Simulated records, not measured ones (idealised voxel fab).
Module name: voxel fin reveal (process module)
Cross-section cut spans 245 nm and uses square cells 5 nm in size.
Heads up, the way a cross-section reads in here is a grid of square cells, handed over as bands from the top down, with every band being one or more rows of cells.
What a band's entry tells you: where the top is and where the bottom is, as heights in nm, and after that what lies inside, material by material from left to right, each with its width in nm. Empty space is written as the word "empty", and a single material marked with the word "throughout" occupies the band from edge to edge.
Measure heights from 0. That's the level where, below it, the as-received wafer is all one material. The lowest band is bottomless and extends downward; write it as in "0 down".
A width such as "30->40" changes by the same amount from each row of cells to the next, from the band's top row to its bottom row.
No cell of the cross-section changed in a step that is given as "no change".
"Cavities, sealed": empty spaces of 8 cells or more with no open way to the top, each given as width x height at distance, distance from the left edge, all in nm.
It should be noted that, on the line of a given step, the content following the step's settings is a remark produced by the simulator itself with respect to that step.
The "overlay nm" setting may appear on a step's line; for a step that uses a mask, it gives how far to the right of its planned position the mask lay, and a negative value indicates the left.
## Process steps foreseen in the plan
1,RECEIVE [material Si]
2,CONFORMAL_DEP [material SiN] [thk nm 10]
3,MASKED_ETCH [tone cover] [mask id FINS] [width nm 15] [pitch nm 40] [etch materials SiN] [depth nm 10] [overlay nm 0]
4,MASKED_ETCH [tone cover] [mask id FINS] [width nm 15] [pitch nm 40] [etch materials Si] [depth nm 35] [overlay nm 0]
5,OXIDIZE [depth nm 5]
6,FILL_DEP [material SiO2] [thk nm 15]
7,CMP [height nm 10]
8,SELECTIVE_ETCH [etch materials SiO2] [depth nm 20]
9,STRIP [etch materials SiN]
10,CONFORMAL_DEP [material HfO2] [thk nm 5]
## As-received state of the wafer in cross-section, equivalent to post-step 1
* 0 down = Si throughout
* Cavities, sealed: none
## First wafer of two, sectioned at end of module; run went per plan
* 5 to 0 = 55 of empty; 15 of HfO2; 25 of empty; 15 of HfO2; 25 of empty; 15 of HfO2; 25 of empty; 15 of HfO2; 55 of empty
* 0 to -5 = 55 of empty; 5 of HfO2; 5 of Si; 5 of HfO2; 25 of empty; 5 of HfO2; 5 of Si; 5 of HfO2; 25 of empty; 5 of HfO2; 5 of Si; 5 of HfO2; 25 of empty; 5 of HfO2; 5 of Si; 5 of HfO2; 55 of empty
* -5 to -10 = 60 of HfO2; 5 of Si; 35 of HfO2; 5 of Si; 35 of HfO2; 5 of Si; 35 of HfO2; 5 of Si; 60 of HfO2
* -10 to -40 = 60 of SiO2; 5 of Si; 35 of SiO2; 5 of Si; 35 of SiO2; 5 of Si; 35 of SiO2; 5 of Si; 60 of SiO2
* -40 down = Si throughout
* Cavities, sealed: none
## Here's the second of our two wafers sectioned at module end. Same start as the first, same plan, but one mistake got made running it
* 5 to 0 = 55 of empty; 20 of HfO2; 20 of empty; 20 of HfO2; 20 of empty; 20 of HfO2; 20 of empty; 20 of HfO2; 50 of empty
* 0 to -5 = 55 of empty; 5 of HfO2; 10 of Si; 5 of HfO2; 20 of empty; 5 of HfO2; 10 of Si; 5 of HfO2; 20 of empty; 5 of HfO2; 10 of Si; 5 of HfO2; 20 of empty; 5 of HfO2; 10 of Si; 5 of HfO2; 50 of empty
* -5 to -10 = 60 of HfO2; 10 of Si; 30 of HfO2; 10 of Si; 30 of HfO2; 10 of Si; 30 of HfO2; 10 of Si; 55 of HfO2
* -10 to -40 = 60 of SiO2; 10 of Si; 30 of SiO2; 10 of Si; 30 of SiO2; 10 of Si; 30 of SiO2; 10 of Si; 55 of SiO2
* -40 down = Si throughout
* Cavities, sealed: none
Short version of what went wrong: rather than as planned, step 3 actually ran as MASKED_ETCH [tone cover] [mask id FINS] [width nm 20] [pitch nm 40] [etch materials SiN] [depth nm 10] [overlay nm 0]
Final comparison by cell count, materials where the second wafer has more or fewer than the first: Si +32 | SiO2 -24
